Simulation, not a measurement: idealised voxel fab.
process module | voxel self aligned vias
cross-section cut | 235 nm wide | cells 5 nm
A cross-section is a grid of square cells, given in bands from the top down. A band is one or more rows of cells.
Each band's line starts with the height of the band's top and of its bottom, in nm. Then come its materials from left to right, each with its width in nm. One material with "throughout" fills the band from edge to edge. "air" is empty space.
Height 0 is the level under which the wafer as received is all one material. The lowest band goes on downwards, as in "0 down".
A width such as "30 to 40" changes by the same amount from each row of cells to the next, from the band's top row to its bottom row.
"no change" after a step means that no cell of the cross-section changed.
closed voids: empty space of 8 cells or more with no open way to the top, each as width x height at its distance from the left edge, in nm
after a step's settings: what the simulator itself notes on the step
overlay nm, on a step with a mask: how far to the right of its planned place the mask lay; to the left if negative
plan
1 op RECEIVE | material Si
2 op CONFORMAL_DEP | material SiO2 | thk nm 10
3 op CONFORMAL_DEP | material SiCN | thk nm 5
4 op DIRECTIONAL_DEP | material lowk | thk nm 20
5 op PATTERN | tone open | mask id LINES | material resist | width nm 20 | pitch nm 60 | thk nm 20 | overlay nm 0
6 op DIRECTIONAL_ETCH | etch materials lowk | depth nm 20
7 op STRIP | etch materials resist
8 op CONFORMAL_DEP | material TiN | thk nm 5
9 op FILL_DEP | material W | thk nm 5
10 op CMP | height nm 35
11 op SELECTIVE_ETCH | etch materials W Ru TiN | depth nm 10
12 op FILL_DEP | material SiN | thk nm 10
13 op CMP | height nm 35
14 op DIRECTIONAL_DEP | material lowk | thk nm 15
15 op PATTERN | tone open | mask id VIAS | material resist | width nm 40 | pitch nm 60 | thk nm 20 | overlay nm 0
16 op DIRECTIONAL_ETCH | etch materials lowk | depth nm 15
17 op DIRECTIONAL_ETCH | etch materials SiN | depth nm 10
18 op STRIP | etch materials resist
19 op CONFORMAL_DEP | material TiN | thk nm 5
20 op FILL_DEP | material W | thk nm 5
21 op CMP | height nm 50
22 op CONFORMAL_DEP | material SiCN | thk nm 5
as received, after step 1
  0 down: Si throughout
  closed voids: none
first wafer at the end, as planned
  55 to 50: SiCN throughout
  50 to 40: lowk 35 | TiN 5 | W 30 | TiN 5 | lowk 20 | TiN 5 | W 30 | TiN 5 | lowk 20 | TiN 5 | W 30 | TiN 5 | lowk 40
  40 to 30: lowk 35 to 45 | TiN 15 to 5 | W 10 | TiN 15 to 5 | lowk 20 to 40 | TiN 15 to 5 | W 10 | TiN 15 to 5 | lowk 20 to 40 | TiN 15 to 5 | W 10 | TiN 15 to 5 | lowk 40 to 50
  30 to 25: lowk 45 | TiN 20 | lowk 40 | TiN 20 | lowk 40 | TiN 20 | lowk 50
  25 to 20: lowk 45 | TiN 5 | W 10 | TiN 5 | lowk 40 | TiN 5 | W 10 | TiN 5 | lowk 40 | TiN 5 | W 10 | TiN 5 | lowk 50
  20 to 15: lowk 45 | TiN 20 | lowk 40 | TiN 20 | lowk 40 | TiN 20 | lowk 50
  15 to 10: SiCN throughout
  10 to 0: SiO2 throughout
  0 down: Si throughout
  closed voids: none
second wafer at the end: like start, like plan, one mistake
  55 to 50: SiCN throughout
  50 to 40: W 30 | TiN 5 | lowk 40 | TiN 5 | W 10 | TiN 5 | lowk 40 | TiN 5 | W 10 | TiN 5 | lowk 40 | TiN 5 | W 35
  40 to 35: TiN 35 | lowk 40 | TiN 20 | lowk 40 | TiN 20 | lowk 40 | TiN 40
  35 to 25: lowk 45 | SiN 20 | lowk 40 | SiN 20 | lowk 40 | SiN 20 | lowk 50
  25 to 20: lowk 45 | TiN 5 | W 10 | TiN 5 | lowk 40 | TiN 5 | W 10 | TiN 5 | lowk 40 | TiN 5 | W 10 | TiN 5 | lowk 50
  20 to 15: lowk 45 | TiN 20 | lowk 40 | TiN 20 | lowk 40 | TiN 20 | lowk 50
  15 to 10: SiCN throughout
  10 to 0: SiO2 throughout
  0 down: Si throughout
  closed voids: none
what went wrong: step 15 ran as: op PATTERN | tone cover | mask id VIAS | material resist | width nm 40 | pitch nm 60 | thk nm 20 | overlay nm 0
at the end the second wafer has, in cells: 24 more of SiN | 13 fewer of TiN | 14 fewer of W | 3 more of lowk
